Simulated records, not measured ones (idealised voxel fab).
Documented hereafter: the process module known as voxel trench capacitor.
FYI the section here is cut, 240 nm wide, cells are 5 nm squares.
Cross-section = grid of square cells, listed top down in bands; band = one or more rows. For a band, the entry starts with two heights in nm, that of the top and then that of the bottom, and carries on with the band's materials in order from left to right, each alongside its width in nm; the word "throughout" beside a single material means it fills the band edge to edge, and "air" means empty space. Measure heights from 0. That's the level where, below it, the as-received wafer is all one material. The lowest band is bottomless and extends downward; write it as in "0 -> down". It should be noted that a width expressed as "30..40" varies in equal increments from row to row of cells within the band, taking the value of the first number at the top row and that of the second number at the bottom row. The cross-section has no changed cell in any step marked "remains unaltered". Listed in "Sealed void list": every empty space of 8 or more cells without an open way to the top. Form: width x height at distance, the distance being from the left edge, all in nm. It should be noted that, on the line of a given step, the content following the step's settings is a remark produced by the simulator itself with respect to that step. "overlay nm" answers the question of how far to the right of plan the mask lay on a step that has a mask, and when it is negative the answer is to the left.

[plan]
1: RECEIVE,material Si
2: CONFORMAL_DEP,material SiN,thk nm 10
3: MASKED_ETCH,tone open,mask id TRENCH,width nm 30,pitch nm 60,etch materials SiN,depth nm 10,overlay nm 0
4: MASKED_ETCH,tone open,mask id TRENCH,width nm 30,pitch nm 60,etch materials Si,depth nm 30,overlay nm 0
5: CONFORMAL_DEP,material Al2O3,thk nm 5
6: CONFORMAL_DEP,material TiN,thk nm 5
7: FILL_DEP,material W,thk nm 10
8: CMP,height nm 10

[Concerning the first of two wafers, which was run in accordance with the plan]

[Delivered wafer in cross-section: state after step 1]
  0 -> down = Si throughout
  Sealed void list: none

[Upon completion of step 2, the wafer appears in cross-section as shown]
  10 -> 0 = SiN throughout
  Note: structure below 0 unchanged.

[Upon completion of step 3, the wafer appears in cross-section as shown]
  10 -> 0 = 45 SiN, 30 air, 30 SiN, 30 air, 30 SiN, 30 air, 45 SiN
  Note: structure below 0 unchanged.

[Upon completion of step 4, the wafer appears in cross-section as shown]
  10 -> 0 = 45 SiN, 30 air, 30 SiN, 30 air, 30 SiN, 30 air, 45 SiN
  0 -> -30 = 45 Si, 30 air, 30 Si, 30 air, 30 Si, 30 air, 45 Si
  Note: structure below -30 unchanged.

[Upon completion of step 5, the wafer appears in cross-section as shown]
  15 -> 10 = 50 Al2O3, 20 air, 40 Al2O3, 20 air, 40 Al2O3, 20 air, 50 Al2O3
  10 -> 0 = 45 SiN, 5 Al2O3, 20 air, 5 Al2O3, 30 SiN, 5 Al2O3, 20 air, 5 Al2O3, 30 SiN, 5 Al2O3, 20 air, 5 Al2O3, 45 SiN
  0 -> -25 = 45 Si, 5 Al2O3, 20 air, 5 Al2O3, 30 Si, 5 Al2O3, 20 air, 5 Al2O3, 30 Si, 5 Al2O3, 20 air, 5 Al2O3, 45 Si
  -25 -> -30 = 45 Si, 30 Al2O3, 30 Si, 30 Al2O3, 30 Si, 30 Al2O3, 45 Si
  Note: structure below -30 unchanged.

[Upon completion of step 6, the wafer appears in cross-section as shown]
  20 -> 15 = 55 TiN, 10 air, 50 TiN, 10 air, 50 TiN, 10 air, 55 TiN
  15 -> 10 = 50 Al2O3, 5 TiN, 10 air, 5 TiN, 40 Al2O3, 5 TiN, 10 air, 5 TiN, 40 Al2O3, 5 TiN, 10 air, 5 TiN, 50 Al2O3
  10 -> 0 = 45 SiN, 5 Al2O3, 5 TiN, 10 air, 5 TiN, 5 Al2O3, 30 SiN, 5 Al2O3, 5 TiN, 10 air, 5 TiN, 5 Al2O3, 30 SiN, 5 Al2O3, 5 TiN, 10 air, 5 TiN, 5 Al2O3, 45 SiN
  0 -> -20 = 45 Si, 5 Al2O3, 5 TiN, 10 air, 5 TiN, 5 Al2O3, 30 Si, 5 Al2O3, 5 TiN, 10 air, 5 TiN, 5 Al2O3, 30 Si, 5 Al2O3, 5 TiN, 10 air, 5 TiN, 5 Al2O3, 45 Si
  -20 -> -25 = 45 Si, 5 Al2O3, 20 TiN, 5 Al2O3, 30 Si, 5 Al2O3, 20 TiN, 5 Al2O3, 30 Si, 5 Al2O3, 20 TiN, 5 Al2O3, 45 Si
  Note: structure below -25 unchanged.

[Upon completion of step 7, the wafer appears in cross-section as shown]
  30 -> 20 = W throughout
  20 -> 15 = 55 TiN, 10 W, 50 TiN, 10 W, 50 TiN, 10 W, 55 TiN
  15 -> 10 = 50 Al2O3, 5 TiN, 10 W, 5 TiN, 40 Al2O3, 5 TiN, 10 W, 5 TiN, 40 Al2O3, 5 TiN, 10 W, 5 TiN, 50 Al2O3
  10 -> 0 = 45 SiN, 5 Al2O3, 5 TiN, 10 W, 5 TiN, 5 Al2O3, 30 SiN, 5 Al2O3, 5 TiN, 10 W, 5 TiN, 5 Al2O3, 30 SiN, 5 Al2O3, 5 TiN, 10 W, 5 TiN, 5 Al2O3, 45 SiN
  0 -> -20 = 45 Si, 5 Al2O3, 5 TiN, 10 W, 5 TiN, 5 Al2O3, 30 Si, 5 Al2O3, 5 TiN, 10 W, 5 TiN, 5 Al2O3, 30 Si, 5 Al2O3, 5 TiN, 10 W, 5 TiN, 5 Al2O3, 45 Si
  Note: structure below -20 unchanged.

[Upon completion of step 8, the wafer appears in cross-section as shown]
  10 -> 0 = 45 SiN, 5 Al2O3, 5 TiN, 10 W, 5 TiN, 5 Al2O3, 30 SiN, 5 Al2O3, 5 TiN, 10 W, 5 TiN, 5 Al2O3, 30 SiN, 5 Al2O3, 5 TiN, 10 W, 5 TiN, 5 Al2O3, 45 SiN
  Note: structure below 0 unchanged.

[Okay, second wafer. Nothing different at the start, nothing different in the plan, just one mistake somewhere in the running. As far as step 3, counting that step, it's the first wafer all over again]

[Cross-sectional representation of the second wafer at the time designated in the plan for the completion of step 4]
  10 -> 0 = 45 SiN, 30 air, 30 SiN, 30 air, 30 SiN, 30 air, 45 SiN
  0 -> -60 = 45 Si, 30 air, 30 Si, 30 air, 30 Si, 30 air, 45 Si
  Note: structure below -60 unchanged.

[Cross-sectional representation of the second wafer at the time designated in the plan for the completion of step 5]
  15 -> 10 = 50 Al2O3, 20 air, 40 Al2O3, 20 air, 40 Al2O3, 20 air, 50 Al2O3
  10 -> 0 = 45 SiN, 5 Al2O3, 20 air, 5 Al2O3, 30 SiN, 5 Al2O3, 20 air, 5 Al2O3, 30 SiN, 5 Al2O3, 20 air, 5 Al2O3, 45 SiN
  0 -> -55 = 45 Si, 5 Al2O3, 20 air, 5 Al2O3, 30 Si, 5 Al2O3, 20 air, 5 Al2O3, 30 Si, 5 Al2O3, 20 air, 5 Al2O3, 45 Si
  -55 -> -60 = 45 Si, 30 Al2O3, 30 Si, 30 Al2O3, 30 Si, 30 Al2O3, 45 Si
  Note: structure below -60 unchanged.

[Cross-sectional representation of the second wafer at the time designated in the plan for the completion of step 6]
  20 -> 15 = 55 TiN, 10 air, 50 TiN, 10 air, 50 TiN, 10 air, 55 TiN
  15 -> 10 = 50 Al2O3, 5 TiN, 10 air, 5 TiN, 40 Al2O3, 5 TiN, 10 air, 5 TiN, 40 Al2O3, 5 TiN, 10 air, 5 TiN, 50 Al2O3
  10 -> 0 = 45 SiN, 5 Al2O3, 5 TiN, 10 air, 5 TiN, 5 Al2O3, 30 SiN, 5 Al2O3, 5 TiN, 10 air, 5 TiN, 5 Al2O3, 30 SiN, 5 Al2O3, 5 TiN, 10 air, 5 TiN, 5 Al2O3, 45 SiN
  0 -> -50 = 45 Si, 5 Al2O3, 5 TiN, 10 air, 5 TiN, 5 Al2O3, 30 Si, 5 Al2O3, 5 TiN, 10 air, 5 TiN, 5 Al2O3, 30 Si, 5 Al2O3, 5 TiN, 10 air, 5 TiN, 5 Al2O3, 45 Si
  -50 -> -55 = 45 Si, 5 Al2O3, 20 TiN, 5 Al2O3, 30 Si, 5 Al2O3, 20 TiN, 5 Al2O3, 30 Si, 5 Al2O3, 20 TiN, 5 Al2O3, 45 Si
  Note: structure below -55 unchanged.

[Cross-sectional representation of the second wafer at the time designated in the plan for the completion of step 7]
  30 -> 20 = W throughout
  20 -> 15 = 55 TiN, 10 W, 50 TiN, 10 W, 50 TiN, 10 W, 55 TiN
  15 -> 10 = 50 Al2O3, 5 TiN, 10 W, 5 TiN, 40 Al2O3, 5 TiN, 10 W, 5 TiN, 40 Al2O3, 5 TiN, 10 W, 5 TiN, 50 Al2O3
  10 -> 0 = 45 SiN, 5 Al2O3, 5 TiN, 10 W, 5 TiN, 5 Al2O3, 30 SiN, 5 Al2O3, 5 TiN, 10 W, 5 TiN, 5 Al2O3, 30 SiN, 5 Al2O3, 5 TiN, 10 W, 5 TiN, 5 Al2O3, 45 SiN
  0 -> -50 = 45 Si, 5 Al2O3, 5 TiN, 10 W, 5 TiN, 5 Al2O3, 30 Si, 5 Al2O3, 5 TiN, 10 W, 5 TiN, 5 Al2O3, 30 Si, 5 Al2O3, 5 TiN, 10 W, 5 TiN, 5 Al2O3, 45 Si
  Note: structure below -50 unchanged.

[Cross-sectional representation of the second wafer at the time designated in the plan for the completion of step 8]
  10 -> 0 = 45 SiN, 5 Al2O3, 5 TiN, 10 W, 5 TiN, 5 Al2O3, 30 SiN, 5 Al2O3, 5 TiN, 10 W, 5 TiN, 5 Al2O3, 30 SiN, 5 Al2O3, 5 TiN, 10 W, 5 TiN, 5 Al2O3, 45 SiN
  Note: structure below 0 unchanged.
The mistake made against the process plan was this: in the plan, step 4 was performed twice
End of process, cell counts, second wafer against first, materials with more or fewer: Al2O3 +36; Si -108; TiN +36; W +36
